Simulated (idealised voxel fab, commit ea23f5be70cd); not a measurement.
Process module, titled voxel self aligned vias
Shown is cross-section cut, with a width of 190 nm and square cells of size 5 nm.
A cross-section is written here as square cells arranged in a grid, and it is given in bands from the top down, each band taking up one or more rows of cells.
Read a band's entry like this: the first values are the height of its top and the height of its bottom in nm, and what follows is the sequence of materials from left to right, each with its width in nm. Note that "blank" is empty space, and that a single material marked "all across" reaches across the band from edge to edge.
Below 0: as-received wafer, all one material; heights counted from there. Lowest band: no bottom, goes on down, written "0 -> down".
When a width is written as two numbers, as in "30 to 40", the first number is the width in the top row of cells of the band and the second is the width in its bottom row, and the width changes by the same amount from each row to the next.
No cell of the cross-section changed in a step that is given as "no change occurred".
The entry titled "Sealed internal cavities" provides the empty spaces that have no open way to the top, restricted to those of 8 cells or more. Each is presented as width x height at distance, the distance being measured from the left edge, with all three in nm.
What comes after the settings on a step's line is commentary from the simulator itself on that step.
The optional step-line setting "overlay nm" applies to steps with a mask and quantifies how far to the right of its planned location the mask lay, a negative value indicating leftward placement.

## Below is the list of planned process steps
1: RECEIVE [material Si]
2: CONFORMAL_DEP [material SiO2] [thk nm 10]
3: CONFORMAL_DEP [material SiCN] [thk nm 5]
4: DIRECTIONAL_DEP [material lowk] [thk nm 30]
5: DIRECTIONAL_DEP [material aC] [thk nm 10]
6: PATTERN [tone open] [mask id LINES] [material resist] [width nm 30] [pitch nm 80] [thk nm 25] [overlay nm 0]
7: DIRECTIONAL_ETCH [etch materials aC] [depth nm 10]
8: STRIP [etch materials resist]
9: DIRECTIONAL_ETCH [etch materials lowk] [depth nm 30]
10: STRIP [etch materials aC]
11: CONFORMAL_DEP [material TiN] [thk nm 5]
12: FILL_DEP [material Ru] [thk nm 5]
13: CMP [height nm 45]
14: SELECTIVE_ETCH [etch materials W Ru TiN] [depth nm 10]
15: FILL_DEP [material SiN] [thk nm 5]
16: CMP [height nm 45]
17: DIRECTIONAL_DEP [material lowk] [thk nm 20]
18: DIRECTIONAL_DEP [material aC] [thk nm 10]
19: PATTERN [tone open] [mask id VIAS] [material resist] [width nm 50] [pitch nm 80] [thk nm 25] [overlay nm 0]
20: DIRECTIONAL_ETCH [etch materials aC] [depth nm 10]
21: STRIP [etch materials resist]
22: DIRECTIONAL_ETCH [etch materials lowk] [depth nm 20]
23: DIRECTIONAL_ETCH [etch materials SiN] [depth nm 10]
24: STRIP [etch materials aC]
25: CONFORMAL_DEP [material TiN] [thk nm 5]
26: FILL_DEP [material W] [thk nm 5]
27: CMP [height nm 65]
28: CONFORMAL_DEP [material SiCN] [thk nm 5]

## Cross-sectional view of the wafer in its as-received condition, corresponding to the state after step 1
0 -> down  Si all across
Sealed internal cavities: none

## Cross-section: first of two wafers, module finished, run according to plan
70 -> 65  SiCN all across
65 -> 50  30 lowk | 5 TiN | 40 W | 5 TiN | 30 lowk | 5 TiN | 40 W | 5 TiN | 30 lowk
50 -> 40  30 to 40 lowk | 15 to 5 TiN | 20 W | 15 to 5 TiN | 30 to 50 lowk | 15 to 5 TiN | 20 W | 15 to 5 TiN | 30 to 40 lowk
40 -> 35  40 lowk | 30 TiN | 50 lowk | 30 TiN | 40 lowk
35 -> 20  40 lowk | 5 TiN | 20 Ru | 5 TiN | 50 lowk | 5 TiN | 20 Ru | 5 TiN | 40 lowk
20 -> 15  40 lowk | 30 TiN | 50 lowk | 30 TiN | 40 lowk
15 -> 10  SiCN all across
10 -> 0  SiO2 all across
0 -> down  Si all across
Sealed internal cavities: none

## Presented here is a cross-section of the second of the two wafers as it stood at the end of the module. It was started in the same manner and assigned the same plan as the first wafer; however, one mistake was made in its execution
70 -> 65  SiCN all across
65 -> 45  30 lowk | 5 TiN | 40 W | 5 TiN | 30 lowk | 5 TiN | 40 W | 5 TiN | 30 lowk
45 -> 40  30 SiN | 15 TiN | 20 W | 15 TiN | 30 SiN | 15 TiN | 20 W | 15 TiN | 30 SiN
40 -> 35  40 lowk | 30 TiN | 50 lowk | 30 TiN | 40 lowk
35 -> 15  40 lowk | 5 TiN | 20 Ru | 5 TiN | 50 lowk | 5 TiN | 20 Ru | 5 TiN | 40 lowk
15 -> 10  40 lowk | 30 TiN | 50 lowk | 30 TiN | 40 lowk
10 -> 0  SiO2 all across
0 -> down  Si all across
Sealed internal cavities: none
The mistake made against the process plan was this: plan step 3 was not performed, having been skipped
Per the end-of-run cell counts, the second wafer holds more or fewer of some materials than the first: +8 Ru | -38 SiCN | +18 SiN | +4 TiN | +8 W
